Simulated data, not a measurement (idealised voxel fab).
Documented hereafter: the process module known as voxel released beams.
Cross-section cut spans 175 nm and uses square cells 5 nm in size.
Just so we're on the same page, the cross-sections are grids of square cells, and they're listed out in bands top to bottom, each band one or more rows deep. Basically the band line says how high the top is and how high the bottom is, in nm, and then what's in it from left to right, every material with its width in nm. Empty space shows up as "air", and if a single material carries "edge to edge" it runs the full band edge to edge. Basically, 0 is our baseline, since under it the wafer straight out of the box is all one material. The bottom band has no lower end and keeps on going down, so it looks like "0 nm and below". Width spec "30 to 40" -> top row of cells at first value, bottom row at second value, equal per-row change in between. "no alterations made" after a step means that no cell of the cross-section changed. "Enclosed void listing": empty spaces of 8 cells or more with no open way to the top, each given as width x height at distance, distance from the left edge, all in nm. Read whatever lies past the settings on a step's line as the simulator's own remark about the step. overlay nm, on a step with a mask: how far to the right of its planned place the mask lay; to the left if negative.

List of planned process steps
| 1 | RECEIVE with material Si |
| 2 | CONFORMAL_DEP with material SiN, thk nm 10 |
| 3 | DIRECTIONAL_DEP with material SiO2, thk nm 10 |
| 4 | MASKED_ETCH with tone open, mask id ANCHOR, width nm 25, etch materials SiO2, depth nm 10, overlay nm 0 |
| 5 | CONFORMAL_DEP with material W, thk nm 10 |
| 6 | PATTERN with tone cover, mask id BEAM, material resist, width nm 70, thk nm 15, overlay nm 0 |
| 7 | DIRECTIONAL_ETCH with etch materials W, depth nm 10 |
| 8 | STRIP with etch materials resist |
| 9 | STRIP with etch materials SiO2 |

Cross-section, incoming material, after step 1
- 0 nm and below = Si edge to edge
- Enclosed void listing: none

Here's the cross-section of the first of our two wafers at the end of the module - it ran as planned
- 30 nm to 20 nm = 50 of air, 15 of W, 5 of air, 50 of W, 55 of air
- 20 nm to 10 nm = 55 of air, 25 of W, 95 of air
- 10 nm to 0 nm = SiN edge to edge
- 0 nm and below = Si edge to edge
- Enclosed void listing: none

Cross-section of the latter of the two wafers at module completion. It had an identical start and an identical plan to the former; in running it, one mistake was made
- 30 nm to 20 nm = 50 of air, 70 of W, 55 of air
- 20 nm to 10 nm = SiN edge to edge
- 10 nm to 0 nm = SiO2 edge to edge
- 0 nm and below = Si edge to edge
- Enclosed void listing: none
What was the processing mistake? so 2 and 3 got swapped relative to the plan, each ran where the other was supposed to
Wrapping up, a cell-based count of both wafers puts the second over or under the first for these materials: +70 SiO2; -8 W
